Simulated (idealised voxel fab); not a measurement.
process module | voxel self aligned vias
cross-section cut | 300 nm wide | cells 5 nm
A cross-section is a grid of square cells, given in bands from the top down. A band is one or more rows of cells.
Each band's line starts with the height of the band's top and of its bottom, in nm. Then come its materials from left to right, each with its width in nm. One material with "throughout" fills the band from edge to edge. "air" is empty space.
Height 0 is the level under which the wafer as received is all one material. The lowest band goes on downwards, as in "0 down".
A width such as "30 to 40" changes by the same amount from each row of cells to the next, from the band's top row to its bottom row.
"no change" after a step means that no cell of the cross-section changed.
closed voids: empty space of 8 cells or more with no open way to the top, each as width x height at its distance from the left edge, in nm
after a step's settings: what the simulator itself notes on the step
overlay nm, on a step with a mask: how far to the right of its planned place the mask lay; to the left if negative
Each pair below shows a cross-section before one step and the cross-section after it, down to the lowest band that changed. The line under each pair gives the step between them, with its settings. The pairs can come from different runs of this module on the same starting wafer, so a pair continues from the pair above only where its "before" says so.
before
  65 to 50: lowk 65 | air 40 | lowk 25 | air 40 | lowk 25 | air 40 | lowk 65
  50 to 45: lowk 75 | air 25 | lowk 40 | air 25 | lowk 40 | air 25 | lowk 70
  45 to 25: lowk 75 | TiN 5 | W 15 | TiN 5 | lowk 40 | TiN 5 | W 15 | TiN 5 | lowk 40 | TiN 5 | W 15 | TiN 5 | lowk 70
  25 to 20: lowk 75 | TiN 25 | lowk 40 | TiN 25 | lowk 40 | TiN 25 | lowk 70
  20 to 15: SiCN throughout
  15 to 0: SiO2 throughout
  0 down: Si throughout
  closed voids: none
after
  70 to 65: TiN 70 | air 30 | TiN 35 | air 30 | TiN 35 | air 30 | TiN 70
  65 to 55: lowk 65 | TiN 5 | air 30 | TiN 5 | lowk 25 | TiN 5 | air 30 | TiN 5 | lowk 25 | TiN 5 | air 30 | TiN 5 | lowk 65
  55 to 50: lowk 65 | TiN 15 | air 15 | TiN 10 | lowk 25 | TiN 15 | air 15 | TiN 10 | lowk 25 | TiN 15 | air 15 | TiN 10 | lowk 65
  50 to 45: lowk 75 | TiN 25 | lowk 40 | TiN 25 | lowk 40 | TiN 25 | lowk 70
  below 45: unchanged
  closed voids: none
the step between: op CONFORMAL_DEP | material TiN | thk nm 5
before: the cross-section after the pair above
after
  80 to 70: Cu throughout
  70 to 65: TiN 70 | Cu 30 | TiN 35 | Cu 30 | TiN 35 | Cu 30 | TiN 70
  65 to 55: lowk 65 | TiN 5 | Cu 30 | TiN 5 | lowk 25 | TiN 5 | Cu 30 | TiN 5 | lowk 25 | TiN 5 | Cu 30 | TiN 5 | lowk 65
  55 to 50: lowk 65 | TiN 15 | Cu 15 | TiN 10 | lowk 25 | TiN 15 | Cu 15 | TiN 10 | lowk 25 | TiN 15 | Cu 15 | TiN 10 | lowk 65
  below 50: unchanged
  closed voids: none
the step between: op FILL_DEP | material Cu | thk nm 10
before: the cross-section after the pair above
after
  65 to 55: lowk 65 | TiN 5 | Cu 30 | TiN 5 | lowk 25 | TiN 5 | Cu 30 | TiN 5 | lowk 25 | TiN 5 | Cu 30 | TiN 5 | lowk 65
  below 55: unchanged
  closed voids: none
the step between: op CMP | height nm 65
before: the cross-section after the pair above
after
  70 to 65: SiN throughout
  below 65: unchanged
  closed voids: none
the step between: op CONFORMAL_DEP | material SiN | thk nm 5
before
  65 to 50: lowk throughout
  50 to 45: lowk 75 | SiN 20 | lowk 45 | SiN 20 | lowk 45 | SiN 20 | lowk 75
  45 to 25: lowk 75 | TiN 5 | W 10 | TiN 5 | lowk 45 | TiN 5 | W 10 | TiN 5 | lowk 45 | TiN 5 | W 10 | TiN 5 | lowk 75
  25 to 20: lowk 75 | TiN 20 | lowk 45 | TiN 20 | lowk 45 | TiN 20 | lowk 75
  20 to 15: SiCN throughout
  15 to 0: SiO2 throughout
  0 down: Si throughout
  closed voids: none
after
  80 to 65: resist 70 | air 40 | resist 25 | air 40 | resist 25 | air 40 | resist 60
  below 65: unchanged
  closed voids: none
the step between: op PATTERN | tone open | mask id VIAS | material resist | width nm 40 | pitch nm 65 | thk nm 15 | overlay nm 5
before: the cross-section after the pair above
after
  80 to 65: resist 70 | air 40 | resist 25 | air 40 | resist 25 | air 40 | resist 60
  65 to 50: lowk 70 | air 40 | lowk 25 | air 40 | lowk 25 | air 40 | lowk 60
  below 50: unchanged
  closed voids: none
the step between: op DIRECTIONAL_ETCH | etch materials lowk | depth nm 15
before: the cross-section after the pair above
after
  80 to 65: resist 70 | air 40 | resist 25 | air 40 | resist 25 | air 40 | resist 60
  65 to 50: lowk 70 | air 40 | lowk 25 | air 40 | lowk 25 | air 40 | lowk 60
  50 to 45: lowk 75 | air 20 | lowk 45 | air 20 | lowk 45 | air 20 | lowk 75
  below 45: unchanged
  closed voids: none
the step between: op DIRECTIONAL_ETCH | etch materials SiN | depth nm 5
before: the cross-section after the pair above
after
  65 to 50: lowk 70 | air 40 | lowk 25 | air 40 | lowk 25 | air 40 | lowk 60
  below 50: unchanged
  closed voids: none
the step between: op STRIP | etch materials resist
before: the cross-section after the pair above
after
  70 to 65: TiN 75 | air 30 | TiN 35 | air 30 | TiN 35 | air 30 | TiN 65
  65 to 55: lowk 70 | TiN 5 | air 30 | TiN 5 | lowk 25 | TiN 5 | air 30 | TiN 5 | lowk 25 | TiN 5 | air 30 | TiN 5 | lowk 60
  55 to 50: lowk 70 | TiN 10 | air 10 | TiN 20 | lowk 25 | TiN 10 | air 10 | TiN 20 | lowk 25 | TiN 10 | air 10 | TiN 20 | lowk 60
  50 to 45: lowk 75 | TiN 20 | lowk 45 | TiN 20 | lowk 45 | TiN 20 | lowk 75
  below 45: unchanged
  closed voids: none
the step between: op CONFORMAL_DEP | material TiN | thk nm 5
before: the cross-section after the pair above
after
  80 to 70: Cu throughout
  70 to 65: TiN 75 | Cu 30 | TiN 35 | Cu 30 | TiN 35 | Cu 30 | TiN 65
  65 to 55: lowk 70 | TiN 5 | Cu 30 | TiN 5 | lowk 25 | TiN 5 | Cu 30 | TiN 5 | lowk 25 | TiN 5 | Cu 30 | TiN 5 | lowk 60
  55 to 50: lowk 70 | TiN 10 | Cu 10 | TiN 20 | lowk 25 | TiN 10 | Cu 10 | TiN 20 | lowk 25 | TiN 10 | Cu 10 | TiN 20 | lowk 60
  below 50: unchanged
  closed voids: none
the step between: op FILL_DEP | material Cu | thk nm 10
before: the cross-section after the pair above
after
  65 to 55: lowk 70 | TiN 5 | Cu 30 | TiN 5 | lowk 25 | TiN 5 | Cu 30 | TiN 5 | lowk 25 | TiN 5 | Cu 30 | TiN 5 | lowk 60
  below 55: unchanged
  closed voids: none
the step between: op CMP | height nm 65
before: the cross-section after the pair above
after
  70 to 65: SiN throughout
  below 65: unchanged
  closed voids: none
the step between: op CONFORMAL_DEP | material SiN | thk nm 5
before
  55 to 50: TiN 80 | air 10 | TiN 55 | air 10 | TiN 55 | air 10 | TiN 80
  50 to 25: lowk 75 | TiN 5 | air 10 | TiN 5 | lowk 45 | TiN 5 | air 10 | TiN 5 | lowk 45 | TiN 5 | air 10 | TiN 5 | lowk 75
  25 to 20: lowk 75 | TiN 20 | lowk 45 | TiN 20 | lowk 45 | TiN 20 | lowk 75
  20 to 15: SiCN throughout
  15 to 0: SiO2 throughout
  0 down: Si throughout
  closed voids: none
after
  65 to 55: Ru throughout
  55 to 50: TiN 80 | Ru 10 | TiN 55 | Ru 10 | TiN 55 | Ru 10 | TiN 80
  50 to 25: lowk 75 | TiN 5 | Ru 10 | TiN 5 | lowk 45 | TiN 5 | Ru 10 | TiN 5 | lowk 45 | TiN 5 | Ru 10 | TiN 5 | lowk 75
  below 25: unchanged
  closed voids: none
the step between: op FILL_DEP | material Ru | thk nm 10
before: the cross-section after the pair above
after
  50 to 25: lowk 75 | TiN 5 | Ru 10 | TiN 5 | lowk 45 | TiN 5 | Ru 10 | TiN 5 | lowk 45 | TiN 5 | Ru 10 | TiN 5 | lowk 75
  below 25: unchanged
  closed voids: none
the step between: op CMP | height nm 50
before: the cross-section after the pair above
after
  50 to 45: lowk 75 | air 20 | lowk 45 | air 20 | lowk 45 | air 20 | lowk 75
  below 45: unchanged
  closed voids: none
the step between: op SELECTIVE_ETCH | etch materials W Ru TiN | depth nm 5
before: the cross-section after the pair above
after
  60 to 50: SiN throughout
  50 to 45: lowk 75 | SiN 20 | lowk 45 | SiN 20 | lowk 45 | SiN 20 | lowk 75
  below 45: unchanged
  closed voids: none
the step between: op FILL_DEP | material SiN | thk nm 10
before: the cross-section after the pair above
after
  50 to 45: lowk 75 | SiN 20 | lowk 45 | SiN 20 | lowk 45 | SiN 20 | lowk 75
  below 45: unchanged
  closed voids: none
the step between: op CMP | height nm 50
before: the cross-section after the pair above
after
  65 to 50: lowk throughout
  below 50: unchanged
  closed voids: none
the step between: op DIRECTIONAL_DEP | material lowk | thk nm 15
before: the cross-section after the pair above
after
  80 to 65: resist 65 | air 40 | resist 25 | air 40 | resist 25 | air 40 | resist 65
  below 65: unchanged
  closed voids: none
the step between: op PATTERN | tone open | mask id VIAS | material resist | width nm 40 | pitch nm 65 | thk nm 15 | overlay nm 0
before: the cross-section after the pair above
after
  80 to 65: resist 65 | air 40 | resist 25 | air 40 | resist 25 | air 40 | resist 65
  65 to 50: lowk 65 | air 40 | lowk 25 | air 40 | lowk 25 | air 40 | lowk 65
  below 50: unchanged
  closed voids: none
the step between: op DIRECTIONAL_ETCH | etch materials lowk | depth nm 15
before: the cross-section after the pair above
after
  80 to 65: resist 65 | air 40 | resist 25 | air 40 | resist 25 | air 40 | resist 65
  65 to 50: lowk 65 | air 40 | lowk 25 | air 40 | lowk 25 | air 40 | lowk 65
  50 to 45: lowk 75 | air 20 | lowk 45 | air 20 | lowk 45 | air 20 | lowk 75
  below 45: unchanged
  closed voids: none
the step between: op DIRECTIONAL_ETCH | etch materials SiN | depth nm 5
before: the cross-section after the pair above
after
  65 to 50: lowk 65 | air 40 | lowk 25 | air 40 | lowk 25 | air 40 | lowk 65
  below 50: unchanged
  closed voids: none
the step between: op STRIP | etch materials resist
before: the cross-section after the pair above
after
  70 to 65: TiN 70 | air 30 | TiN 35 | air 30 | TiN 35 | air 30 | TiN 70
  65 to 55: lowk 65 | TiN 5 | air 30 | TiN 5 | lowk 25 | TiN 5 | air 30 | TiN 5 | lowk 25 | TiN 5 | air 30 | TiN 5 | lowk 65
  55 to 50: lowk 65 | TiN 15 | air 10 | TiN 15 | lowk 25 | TiN 15 | air 10 | TiN 15 | lowk 25 | TiN 15 | air 10 | TiN 15 | lowk 65
  50 to 45: lowk 75 | TiN 20 | lowk 45 | TiN 20 | lowk 45 | TiN 20 | lowk 75
  below 45: unchanged
  closed voids: none
the step between: op CONFORMAL_DEP | material TiN | thk nm 5
before: the cross-section after the pair above
after
  80 to 70: Cu throughout
  70 to 65: TiN 70 | Cu 30 | TiN 35 | Cu 30 | TiN 35 | Cu 30 | TiN 70
  65 to 55: lowk 65 | TiN 5 | Cu 30 | TiN 5 | lowk 25 | TiN 5 | Cu 30 | TiN 5 | lowk 25 | TiN 5 | Cu 30 | TiN 5 | lowk 65
  55 to 50: lowk 65 | TiN 15 | Cu 10 | TiN 15 | lowk 25 | TiN 15 | Cu 10 | TiN 15 | lowk 25 | TiN 15 | Cu 10 | TiN 15 | lowk 65
  below 50: unchanged
  closed voids: none
the step between: op FILL_DEP | material Cu | thk nm 10
before: the cross-section after the pair above
after
  65 to 55: lowk 65 | TiN 5 | Cu 30 | TiN 5 | lowk 25 | TiN 5 | Cu 30 | TiN 5 | lowk 25 | TiN 5 | Cu 30 | TiN 5 | lowk 65
  below 55: unchanged
  closed voids: none
the step between: op CMP | height nm 65
before: the cross-section after the pair above
after
  70 to 65: SiN throughout
  below 65: unchanged
  closed voids: none
the step between: op CONFORMAL_DEP | material SiN | thk nm 5
before
  65 to 50: lowk throughout
  50 to 45: lowk 75 | SiN 20 | lowk 45 | SiN 20 | lowk 45 | SiN 20 | lowk 75
  45 to 25: lowk 75 | TiN 5 | W 10 | TiN 5 | lowk 45 | TiN 5 | W 10 | TiN 5 | lowk 45 | TiN 5 | W 10 | TiN 5 | lowk 75
  25 to 20: lowk 75 | TiN 20 | lowk 45 | TiN 20 | lowk 45 | TiN 20 | lowk 75
  20 to 15: SiCN throughout
  15 to 0: SiO2 throughout
  0 down: Si throughout
  closed voids: none
after
  80 to 65: air 65 | resist 40 | air 25 | resist 40 | air 25 | resist 40 | air 65
  below 65: unchanged
  closed voids: none
the step between: op PATTERN | tone cover | mask id VIAS | material resist | width nm 40 | pitch nm 65 | thk nm 15 | overlay nm 0
before: the cross-section after the pair above
after
  80 to 65: air 65 | resist 40 | air 25 | resist 40 | air 25 | resist 40 | air 65
  65 to 50: air 65 | lowk 40 | air 25 | lowk 40 | air 25 | lowk 40 | air 65
  below 50: unchanged
  closed voids: none
the step between: op DIRECTIONAL_ETCH | etch materials lowk | depth nm 15
before: the cross-section after the pair above
after
  65 to 50: air 65 | lowk 40 | air 25 | lowk 40 | air 25 | lowk 40 | air 65
  below 50: unchanged
  closed voids: none
the step between: op STRIP | etch materials resist
before: the cross-section after the pair above
after
  70 to 65: air 60 | TiN 50 | air 15 | TiN 50 | air 15 | TiN 50 | air 60
  65 to 55: air 60 | TiN 5 | lowk 40 | TiN 5 | air 15 | TiN 5 | lowk 40 | TiN 5 | air 15 | TiN 5 | lowk 40 | TiN 5 | air 60
  55 to 50: TiN 65 | lowk 40 | TiN 25 | lowk 40 | TiN 25 | lowk 40 | TiN 65
  below 50: unchanged
  closed voids: none
the step between: op CONFORMAL_DEP | material TiN | thk nm 5
before: the cross-section after the pair above
after
  80 to 70: Cu throughout
  70 to 65: Cu 60 | TiN 50 | Cu 15 | TiN 50 | Cu 15 | TiN 50 | Cu 60
  65 to 55: Cu 60 | TiN 5 | lowk 40 | TiN 5 | Cu 15 | TiN 5 | lowk 40 | TiN 5 | Cu 15 | TiN 5 | lowk 40 | TiN 5 | Cu 60
  below 55: unchanged
  closed voids: none
the step between: op FILL_DEP | material Cu | thk nm 10
before: the cross-section after the pair above
after
  65 to 55: Cu 60 | TiN 5 | lowk 40 | TiN 5 | Cu 15 | TiN 5 | lowk 40 | TiN 5 | Cu 15 | TiN 5 | lowk 40 | TiN 5 | Cu 60
  below 55: unchanged
  closed voids: none
the step between: op CMP | height nm 65
before: the cross-section after the pair above
after
  70 to 65: SiN throughout
  below 65: unchanged
  closed voids: none
the step between: op CONFORMAL_DEP | material SiN | thk nm 5
